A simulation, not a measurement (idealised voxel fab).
Title: Process Module voxel wiring stack
This is section cut - it's 235 nm across, gridded in 5 nm square cells.
A cross-section in this document is a grid of square cells, and it is written down as bands, the top band listed before the ones below it; a band is made up of one or more rows of cells. Top height, bottom height, nm. Materials left to right, width each, nm. Single material + "full width" = fills band edge to edge. "empty" = empty. The reference from which all heights are counted is 0, the level beneath which the as-received wafer is entirely one material; the lowest band, having no lower bound, proceeds downward and is written after the example "z 0 and below". Quick explanation for "30 to 40": the width changes in equal steps down the rows of cells, from the first number in the band's top row to the second number in its bottom row. A step reported as "same as before" is a step in which no cell of the cross-section changed. Entry "Closed voids list". Content: empty spaces with no open connection to the top, size 8 cells or greater. Each: width x height at distance. Distance: from left edge. Unit: nm. Read whatever lies past the settings on a step's line as the simulator's own remark about the step. The line of a step may include "overlay nm". On a step with a mask, this value is how far to the right of its planned place the mask lay. A negative value means the mask lay to the left.
Steps planned for the process:
- 1: op RECEIVE | material Si
- 2: op CONFORMAL_DEP | material SiO2 | thk nm 15
- 3: op DIRECTIONAL_DEP | material TiN | thk nm 5
- 4: op DIRECTIONAL_DEP | material W | thk nm 15
- 5: op PATTERN | tone cover | mask id METAL_1 | material resist | width nm 25 | pitch nm 55 | thk nm 20 | overlay nm 0
- 6: op DIRECTIONAL_ETCH | etch materials W | depth nm 15
- 7: op DIRECTIONAL_ETCH | etch materials TiN | depth nm 5
- 8: op STRIP | etch materials resist
- 9: op CONFORMAL_DEP | material SiN | thk nm 5
- 10: op FILL_DEP | material lowk | thk nm 10
- 11: op CMP | height nm 35
- 12: op CONFORMAL_DEP | material SiCN | thk nm 5
- 13: op DIRECTIONAL_DEP | material SiO2 | thk nm 20
- 14: op DIRECTIONAL_DEP | material aC | thk nm 10
- 15: op PATTERN | tone open | mask id PLUG_1 | material resist | width nm 15 | pitch nm 110 | thk nm 30 | overlay nm 0
- 16: op DIRECTIONAL_ETCH | etch materials aC | depth nm 10
- 17: op STRIP | etch materials resist
- 18: op DIRECTIONAL_ETCH | etch materials SiO2 | depth nm 20
- 19: op DIRECTIONAL_ETCH | etch materials SiCN | depth nm 5
- 20: op STRIP | etch materials aC
- 21: op CONFORMAL_DEP | material TiN | thk nm 5
- 22: op FILL_DEP | material Ru | thk nm 5
- 23: op CMP | height nm 60
- 24: op DIRECTIONAL_DEP | material TiN | thk nm 5
- 25: op DIRECTIONAL_DEP | material Ru | thk nm 25
- 26: op PATTERN | tone cover | mask id METAL_2 | material resist | width nm 25 | pitch nm 55 | thk nm 20 | overlay nm 0
- 27: op DIRECTIONAL_ETCH | etch materials Ru | depth nm 25
- 28: op DIRECTIONAL_ETCH | etch materials TiN | depth nm 5
- 29: op STRIP | etch materials resist
- 30: op FILL_DEP | material SiO2 | thk nm 5
- 31: op CMP | height nm 90
- 32: op CONFORMAL_DEP | material SiCN | thk nm 5
- 33: op DIRECTIONAL_DEP | material lowk | thk nm 25
- 34: op MASKED_ETCH | tone open | mask id METAL_3_HOLES | width nm 15 | pitch nm 110 | etch materials lowk | depth nm 25 | overlay nm -5
- 35: op PATTERN | tone open | mask id METAL_3 | material resist | width nm 25 | pitch nm 55 | thk nm 20 | overlay nm 0
- 36: op DIRECTIONAL_ETCH | etch materials lowk | depth nm 15
- 37: op DIRECTIONAL_ETCH | etch materials SiCN | depth nm 5
- 38: op STRIP | etch materials resist
- 39: op CONFORMAL_DEP | material TiN | thk nm 5
- 40: op FILL_DEP | material Cu | thk nm 10
- 41: op CMP | height nm 120
- 42: op CONFORMAL_DEP | material SiCN | thk nm 5
- 43: op DIRECTIONAL_DEP | material SiO2 | thk nm 15
- 44: op PATTERN | tone open | mask id PLUG_3 | material resist | width nm 15 | pitch nm 55 | thk nm 20 | overlay nm 0
- 45: op DIRECTIONAL_ETCH | etch materials SiO2 | depth nm 15
- 46: op DIRECTIONAL_ETCH | etch materials SiCN | depth nm 5
- 47: op STRIP | etch materials resist
- 48: op EPI | material Ru | thk nm 10
- 49: op EPI | material Ru | thk nm 10
- 50: op CONFORMAL_DEP | material SiCN | thk nm 5
- 51: op DIRECTIONAL_DEP | material lowk | thk nm 15
- 52: op MASKED_ETCH | tone open | mask id METAL_4 | width nm 25 | pitch nm 55 | etch materials lowk | depth nm 15 | overlay nm 0
- 53: op MASKED_ETCH | tone open | mask id METAL_4 | width nm 25 | pitch nm 55 | etch materials SiCN | depth nm 5 | overlay nm 0
- 54: op CONFORMAL_DEP | material TiN | thk nm 5
- 55: op FILL_DEP | material Cu | thk nm 10
- 56: op CMP | height nm 160
- 57: op EPI | material Ru | thk nm 5
- 58: op FILL_DEP | material SiCN | thk nm 5
Across this set of wafers, the varied parameter is the overlay nm of step 34. Starting conditions are identical for every wafer, and the plan reports the value assigned to the first wafer.
The first of several wafers, as received after step 1, seen in section:
* z 0 and below  Si full width
* Closed voids list: none
Take a look at the first of several wafers in cross-section: the module is done, and step 58 was its last step:
* z 170 to 165  SiCN full width
* z 165 to 160  SiCN 15, then Ru 35, then SiCN 20, then Ru 35, then SiCN 20, then Ru 35, then SiCN 20, then Ru 35, then SiCN 20
* z 160 to 145  lowk 20, then TiN 5, then Cu 15, then TiN 5, then lowk 30, then TiN 5, then Cu 15, then TiN 5, then lowk 30, then TiN 5, then Cu 15, then TiN 5, then lowk 30, then TiN 5, then Cu 15, then TiN 5, then lowk 25
* z 145 to 140  SiCN 20, then TiN 25, then SiCN 30, then TiN 25, then SiCN 30, then TiN 25, then SiCN 30, then TiN 25, then SiCN 25
* z 140 to 125  SiO2 20, then Ru 15, then SiO2 40, then Ru 15, then SiO2 40, then Ru 15, then SiO2 40, then Ru 15, then SiO2 35
* z 125 to 120  SiCN 20, then Ru 15, then SiCN 40, then Ru 15, then SiCN 40, then Ru 15, then SiCN 40, then Ru 15, then SiCN 35
* z 120 to 110  lowk 15, then TiN 5, then Cu 20, then TiN 5, then lowk 30, then TiN 5, then Cu 15, then TiN 5, then lowk 25, then TiN 5, then Cu 20, then TiN 5, then lowk 30, then TiN 5, then Cu 15, then TiN 5, then lowk 25
* z 110 to 105  lowk 15, then TiN 5, then Cu 5, then TiN 20, then lowk 30, then TiN 25, then lowk 25, then TiN 5, then Cu 5, then TiN 20, then lowk 30, then TiN 25, then lowk 25
* z 105 to 100  lowk 15, then TiN 5, then Cu 5, then TiN 5, then lowk 95, then TiN 5, then Cu 5, then TiN 5, then lowk 95
* z 100 to 95  lowk 15, then TiN 15, then lowk 95, then TiN 15, then lowk 95
* z 95 to 90  SiCN 20, then TiN 10, then SiCN 100, then TiN 10, then SiCN 95
* z 90 to 65  SiO2 20, then Ru 25, then SiO2 30, then Ru 25, then SiO2 30, then Ru 25, then SiO2 30, then Ru 25, then SiO2 25
* z 65 to 60  SiO2 20, then TiN 25, then SiO2 30, then TiN 25, then SiO2 30, then TiN 25, then SiO2 30, then TiN 25, then SiO2 25
* z 60 to 40  SiO2 20, then TiN 5, then Ru 5, then TiN 5, then SiO2 95, then TiN 5, then Ru 5, then TiN 5, then SiO2 90
* z 40 to 35  SiCN 20, then TiN 15, then SiCN 95, then TiN 15, then SiCN 90
* z 35 to 20  lowk 15, then SiN 5, then W 25, then SiN 5, then lowk 20, then SiN 5, then W 25, then SiN 5, then lowk 20, then SiN 5, then W 25, then SiN 5, then lowk 20, then SiN 5, then W 25, then SiN 5, then lowk 20
* z 20 to 15  SiN 20, then TiN 25, then SiN 30, then TiN 25, then SiN 30, then TiN 25, then SiN 30, then TiN 25, then SiN 25
* z 15 to 0  SiO2 full width
* z 0 and below  Si full width
* Closed voids list: none
Here we cross-sectioned the last of the wafers once the module was done:
* z 170 to 165  SiCN full width
* z 165 to 160  SiCN 15, then Ru 35, then SiCN 20, then Ru 35, then SiCN 20, then Ru 35, then SiCN 20, then Ru 35, then SiCN 20
* z 160 to 145  lowk 20, then TiN 5, then Cu 15, then TiN 5, then lowk 30, then TiN 5, then Cu 15, then TiN 5, then lowk 30, then TiN 5, then Cu 15, then TiN 5, then lowk 30, then TiN 5, then Cu 15, then TiN 5, then lowk 25
* z 145 to 140  SiCN 20, then TiN 25, then SiCN 30, then TiN 25, then SiCN 30, then TiN 25, then SiCN 30, then TiN 25, then SiCN 25
* z 140 to 125  SiO2 20, then Ru 15, then SiO2 40, then Ru 15, then SiO2 40, then Ru 15, then SiO2 40, then Ru 15, then SiO2 35
* z 125 to 120  SiCN 20, then Ru 15, then SiCN 40, then Ru 15, then SiCN 40, then Ru 15, then SiCN 40, then Ru 15, then SiCN 35
* z 120 to 110  lowk 20, then TiN 5, then Cu 20, then TiN 5, then lowk 25, then TiN 5, then Cu 15, then TiN 5, then lowk 30, then TiN 5, then Cu 20, then TiN 5, then lowk 25, then TiN 5, then Cu 15, then TiN 5, then lowk 25
* z 110 to 105  lowk 20, then TiN 20, then Cu 5, then TiN 5, then lowk 25, then TiN 25, then lowk 30, then TiN 20, then Cu 5, then TiN 5, then lowk 25, then TiN 25, then lowk 25
* z 105 to 100  lowk 35, then TiN 5, then Cu 5, then TiN 5, then lowk 95, then TiN 5, then Cu 5, then TiN 5, then lowk 75
* z 100 to 95  lowk 35, then TiN 15, then lowk 95, then TiN 15, then lowk 75
* z 95 to 90  SiCN 35, then TiN 10, then SiCN 100, then TiN 10, then SiCN 80
* z 90 to 65  SiO2 20, then Ru 25, then SiO2 30, then Ru 25, then SiO2 30, then Ru 25, then SiO2 30, then Ru 25, then SiO2 25
* z 65 to 60  SiO2 20, then TiN 25, then SiO2 30, then TiN 25, then SiO2 30, then TiN 25, then SiO2 30, then TiN 25, then SiO2 25
* z 60 to 40  SiO2 20, then TiN 5, then Ru 5, then TiN 5, then SiO2 95, then TiN 5, then Ru 5, then TiN 5, then SiO2 90
* z 40 to 35  SiCN 20, then TiN 15, then SiCN 95, then TiN 15, then SiCN 90
* z 35 to 20  lowk 15, then SiN 5, then W 25, then SiN 5, then lowk 20, then SiN 5, then W 25, then SiN 5, then lowk 20, then SiN 5, then W 25, then SiN 5, then lowk 20, then SiN 5, then W 25, then SiN 5, then lowk 20
* z 20 to 15  SiN 20, then TiN 25, then SiN 30, then TiN 25, then SiN 30, then TiN 25, then SiN 30, then TiN 25, then SiN 25
* z 15 to 0  SiO2 full width
* z 0 and below  Si full width
* Closed voids list: none
Note: the following table is arranged by wafer, a row apiece. Each row reports the end-of-module state: per material, cells gained (+) or cells lost (-) compared with the wafer as received; closed voids follow:
overlay nm -5, +68 Cu, +184 Ru, +212 SiCN, +51 SiN, +572 SiO2, +156 TiN, +60 W, +295 lowk, Closed voids list: none
overlay nm 0, +66 Cu, +184 Ru, +210 SiCN, +51 SiN, +572 SiO2, +154 TiN, +60 W, +301 lowk, Closed voids list: none
overlay nm 5, +66 Cu, +184 Ru, +210 SiCN, +51 SiN, +572 SiO2, +154 TiN, +60 W, +301 lowk, Closed voids list: none
overlay nm 10, +66 Cu, +184 Ru, +210 SiCN, +51 SiN, +572 SiO2, +154 TiN, +60 W, +301 lowk, Closed voids list: none
overlay nm 15, +68 Cu, +184 Ru, +212 SiCN, +51 SiN, +572 SiO2, +156 TiN, +60 W, +295 lowk, Closed voids list: none
